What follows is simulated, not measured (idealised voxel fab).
A process module follows: voxel double patterning.
The cross-section shown here is cut; it is 200 nm wide and divided into square cells measuring 5 nm on a side.
When this document writes out a cross-section, it uses a grid of square cells and lists it as bands, beginning at the top and moving down, with a band standing for one or more rows of cells.
Band entry format. Leading values: height of top, height of bottom, nm. Remainder: materials in left-to-right order, each with its width in nm. Special words: "throughout" on a single material, which then fills the band edge to edge; "blank", empty space.
Heights are measured from 0, the level below which the as-received wafer is all one material; the lowest band has no bottom and continues downward, written as in "0..down".
Width spec "30 to 40" -> top row of cells at first value, bottom row at second value, equal per-row change in between.
When a step is marked "same as before", none of the cells in the cross-section changed during that step.
The label "Enclosed void list" introduces a list of the empty spaces, 8 cells or larger, that have no open way up to the top; each entry in it reads width x height at distance, where the distance is taken from the left edge and all three are stated in nm.
On each step's line, the part that comes after the settings is the simulator's own comment on the step.
overlay nm: right-of-plan distance of the mask on a masked step; negative values mean left-of-plan.
The following list gives the planned process steps
step 1: RECEIVE with material Si
step 2: CONFORMAL_DEP with material SiO2, thk nm 10
step 3: DIRECTIONAL_DEP with material TiN, thk nm 15
step 4: DIRECTIONAL_DEP with material SiCN, thk nm 10
step 5: DIRECTIONAL_DEP with material aC, thk nm 15
step 6: PATTERN with tone open, mask id FIRST, material resist, width nm 15, pitch nm 50, thk nm 35, overlay nm 0
step 7: DIRECTIONAL_ETCH with etch materials aC, depth nm 15
step 8: STRIP with etch materials resist
step 9: DIRECTIONAL_ETCH with etch materials SiCN, depth nm 10
step 10: STRIP with etch materials aC
step 11: PATTERN with tone open, mask id SECOND, material resist, width nm 15, pitch nm 50, thk nm 20, overlay nm 0
step 12: DIRECTIONAL_ETCH with etch materials SiCN, depth nm 10
step 13: STRIP with etch materials resist
step 14: DIRECTIONAL_ETCH with etch materials TiN, depth nm 15
step 15: STRIP with etch materials SiCN
As-received state of the wafer in cross-section, equivalent to post-step 1
0..down  Si throughout
Enclosed void list: none
First wafer of two, sectioned at end of module; run went per plan
25..10  TiN=40; blank=15; TiN=10; blank=15; TiN=10; blank=15; TiN=10; blank=15; TiN=10; blank=15; TiN=45
10..0  SiO2 throughout
0..down  Si throughout
Enclosed void list: none
So this is wafer number two of the two, cut at the end of the module - it started where the first did and had the same plan, we just got one thing wrong running it
40..25  TiN=40; blank=15; TiN=10; blank=15; TiN=10; blank=15; TiN=10; blank=15; TiN=10; blank=15; TiN=45
25..10  TiN throughout
10..0  SiO2 throughout
0..down  Si throughout
Enclosed void list: none
It is concluded that the wafer was processed incorrectly with respect to the plan, in that regarding the plan, step 3 was run twice
Cell-count delta at end, second wafer over first, by material: TiN: 120 more
